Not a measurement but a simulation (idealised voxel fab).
process module | voxel capacitor over wiring
cross-section cut | 255 nm wide | cells 5 nm
A cross-section is a grid of square cells, given in bands from the top down. A band is one or more rows of cells.
Each band's line starts with the height of the band's top and of its bottom, in nm. Then come its materials from left to right, each with its width in nm. One material with "throughout" fills the band from edge to edge. "air" is empty space.
Height 0 is the level under which the wafer as received is all one material. The lowest band goes on downwards, as in "0 down".
A width such as "30 to 40" changes by the same amount from each row of cells to the next, from the band's top row to its bottom row.
"no change" after a step means that no cell of the cross-section changed.
closed voids: empty space of 8 cells or more with no open way to the top, each as width x height at its distance from the left edge, in nm
after a step's settings: what the simulator itself notes on the step
overlay nm, on a step with a mask: how far to the right of its planned place the mask lay; to the left if negative
plan
1 op RECEIVE | material Si
2 op CONFORMAL_DEP | material SiO2 | thk nm 15
3 op CONFORMAL_DEP | material SiN | thk nm 5
4 op DIRECTIONAL_DEP | material lowk | thk nm 15
5 op PATTERN | tone open | mask id METAL_1 | material resist | width nm 30 | pitch nm 90 | thk nm 15 | overlay nm 0
6 op DIRECTIONAL_ETCH | etch materials lowk | depth nm 15
7 op DIRECTIONAL_ETCH | etch materials SiN | depth nm 5
8 op STRIP | etch materials resist
9 op CONFORMAL_DEP | material TiN | thk nm 5
10 op FILL_DEP | material Ru | thk nm 10
11 op CMP | height nm 35
12 op CONFORMAL_DEP | material SiCN | thk nm 5
13 op DIRECTIONAL_DEP | material lowk | thk nm 10
14 op MASKED_ETCH | tone open | mask id PLUG_1 | width nm 15 | etch materials lowk | depth nm 10 | overlay nm 0
15 op MASKED_ETCH | tone open | mask id PLUG_1 | width nm 15 | etch materials SiCN | depth nm 5 | overlay nm 0
16 op CONFORMAL_DEP | material TiN | thk nm 5
17 op FILL_DEP | material Ru | thk nm 5
18 op CMP | height nm 50
19 op DIRECTIONAL_DEP | material TiN | thk nm 5
20 op DIRECTIONAL_DEP | material HfO2 | thk nm 5
21 op DIRECTIONAL_DEP | material TiN | thk nm 5
22 op PATTERN | tone cover | mask id UPPER_PLATE | material resist | width nm 65 | thk nm 15 | overlay nm 0
23 op DIRECTIONAL_ETCH | etch materials TiN | depth nm 5
24 op DIRECTIONAL_ETCH | etch materials HfO2 | depth nm 5
25 op STRIP | etch materials resist
26 op MASKED_ETCH | tone cover | mask id LOWER_PLATE | width nm 75 | etch materials TiN | depth nm 5 | overlay nm 0
27 op FILL_DEP | material SiO2 | thk nm 15
28 op CMP | height nm 75
29 op PATTERN | tone open | mask id PLUG_2 | material resist | width nm 15 | thk nm 15 | overlay nm 0
30 op DIRECTIONAL_ETCH | etch materials SiO2 | depth nm 10
31 op STRIP | etch materials resist
32 op CONFORMAL_DEP | material TiN | thk nm 5
33 op FILL_DEP | material Cu | thk nm 5
34 op CMP | height nm 75
35 op CONFORMAL_DEP | material SiCN | thk nm 5
as received, after step 1
  0 down: Si throughout
  closed voids: none
first wafer at the end, as planned
  80 to 75: SiCN throughout
  75 to 70: SiO2 90 | TiN 5 | Cu 5 | TiN 5 | SiO2 150
  70 to 60: SiO2 90 to 80 | TiN 15 to 65 | SiO2 150 to 110
  60 to 55: SiO2 80 | HfO2 65 | SiO2 110
  55 to 50: SiO2 75 | TiN 75 | SiO2 105
  50 to 40: lowk 80 | TiN 5 | Ru 5 | TiN 5 | lowk 160
  40 to 35: SiCN 80 | TiN 15 | SiCN 160
  35 to 20: lowk 65 | TiN 5 | Ru 20 | TiN 5 | lowk 60 | TiN 5 | Ru 20 | TiN 5 | lowk 70
  20 to 15: SiN 65 | TiN 30 | SiN 60 | TiN 30 | SiN 70
  15 to 0: SiO2 throughout
  0 down: Si throughout
  closed voids: none
second wafer at the end: like start, like plan, one mistake
  80 to 75: SiCN throughout
  75 to 70: SiO2 90 | TiN 5 | Cu 10 | TiN 5 | SiO2 145
  70 to 60: SiO2 90 to 80 | TiN 20 to 65 | SiO2 145 to 110
  60 to 55: SiO2 80 | HfO2 65 | SiO2 110
  55 to 50: SiO2 75 | TiN 75 | SiO2 105
  50 to 40: lowk 80 | TiN 5 | Ru 5 | TiN 5 | lowk 160
  40 to 35: SiCN 80 | TiN 15 | SiCN 160
  35 to 20: lowk 65 | TiN 5 | Ru 20 | TiN 5 | lowk 60 | TiN 5 | Ru 20 | TiN 5 | lowk 70
  20 to 15: SiN 65 | TiN 30 | SiN 60 | TiN 30 | SiN 70
  15 to 0: SiO2 throughout
  0 down: Si throughout
  closed voids: none
what went wrong: step 29 ran as: op PATTERN | tone open | mask id PLUG_2 | material resist | width nm 20 | thk nm 15 | overlay nm 0
at the end the second wafer has, in cells: 1 more of Cu | 2 fewer of SiO2 | 1 more of TiN
